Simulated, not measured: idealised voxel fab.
Herein follows the process module entitled voxel fin reveal.
Cross-sectional view cut (width: 205 nm; square cell size: 5 nm).
How to read a cross-section here: the picture is a grid of square cells, written as bands going from the top down, and any band can span one or more rows of cells.
Top, bottom (nm), then materials left to right with widths (nm); lone material tagged "all across" fills the whole band edge to edge; "blank" = empty space.
It should be noted that heights are counted from 0, beneath which the wafer as supplied is of one material throughout, and that the lowest band possesses no lower boundary but continues downward, as written in "0..down".
The notation "30 to 40" denotes a width that varies across the rows of cells in the band, beginning at the first number in the top row, finishing at the second number in the bottom row, and changing by an identical amount from each row to the next.
Step note "no modifications" = no cross-section cell changed.
Closed-off voids of 8+ cells (no open route to the top) go in "Non-vented voids", written width x height at distance from the left edge, in nm.
Formally, on a step line, whatever follows the settings is a remark that the simulator itself makes on the step.
Steps that use a mask can have "overlay nm" on their line. It says how far the mask sat to the right of where it was meant to be. Negative means to the left.
plan:
| 1 | RECEIVE (material Si) |
| 2 | CONFORMAL_DEP (material SiN; thk nm 5) |
| 3 | DIRECTIONAL_DEP (material aC; thk nm 10) |
| 4 | PATTERN (tone cover; mask id FINS; material resist; width nm 15; pitch nm 40; thk nm 25; overlay nm -15) |
| 5 | DIRECTIONAL_ETCH (etch materials aC; depth nm 10) |
| 6 | STRIP (etch materials resist) |
| 7 | DIRECTIONAL_ETCH (etch materials SiN; depth nm 5) |
| 8 | DIRECTIONAL_ETCH (etch materials Si; depth nm 35) |
| 9 | STRIP (etch materials aC) |
| 10 | OXIDIZE (depth nm 5) |
| 11 | FILL_DEP (material SiO2; thk nm 5) |
| 12 | CMP (height nm 5) |
| 13 | SELECTIVE_ETCH (etch materials SiO2; depth nm 15) |
| 14 | STRIP (etch materials SiN) |
| 15 | CONFORMAL_DEP (material SiO2; thk nm 5) |
Be aware that, although all wafers share a common starting state, the overlay nm at step 4 differs among them, and the plan displays the first wafer's value.
first wafer as received, after step 1:
* 0..down | Si all across
* Non-vented voids: none
Shown in cross-section: the first of several wafers at the end of the module, after its last step, step 15:
* 5..0 | blank (20); SiO2 (15); blank (25); SiO2 (15); blank (25); SiO2 (15); blank (25); SiO2 (15); blank (50)
* 0..-5 | blank (20); SiO2 (5); Si (5); SiO2 (5); blank (25); SiO2 (5); Si (5); SiO2 (5); blank (25); SiO2 (5); Si (5); SiO2 (5); blank (25); SiO2 (5); Si (5); SiO2 (5); blank (50)
* -5..-40 | SiO2 (25); Si (5); SiO2 (35); Si (5); SiO2 (35); Si (5); SiO2 (35); Si (5); SiO2 (55)
* -40..down | Si all across
* Non-vented voids: none
last wafer at the end:
* 5..0 | blank (50); SiO2 (15); blank (25); SiO2 (15); blank (25); SiO2 (15); blank (25); SiO2 (15); blank (20)
* 0..-5 | blank (50); SiO2 (5); Si (5); SiO2 (5); blank (25); SiO2 (5); Si (5); SiO2 (5); blank (25); SiO2 (5); Si (5); SiO2 (5); blank (25); SiO2 (5); Si (5); SiO2 (5); blank (20)
* -5..-40 | SiO2 (55); Si (5); SiO2 (35); Si (5); SiO2 (35); Si (5); SiO2 (35); Si (5); SiO2 (25)
* -40..down | Si all across
* Non-vented voids: none
each wafer at the end: cells of each material gained (+) or lost (-) since it was received, then its closed voids:
overlay nm -15, -296 Si, +279 SiO2, Non-vented voids: none
overlay nm -10, -296 Si, +279 SiO2, Non-vented voids: none
overlay nm -5, -296 Si, +279 SiO2, Non-vented voids: none
overlay nm 0, -296 Si, +279 SiO2, Non-vented voids: none
overlay nm 5, -296 Si, +279 SiO2, Non-vented voids: none
overlay nm 10, -296 Si, +279 SiO2, Non-vented voids: none
overlay nm 15, -296 Si, +279 SiO2, Non-vented voids: none
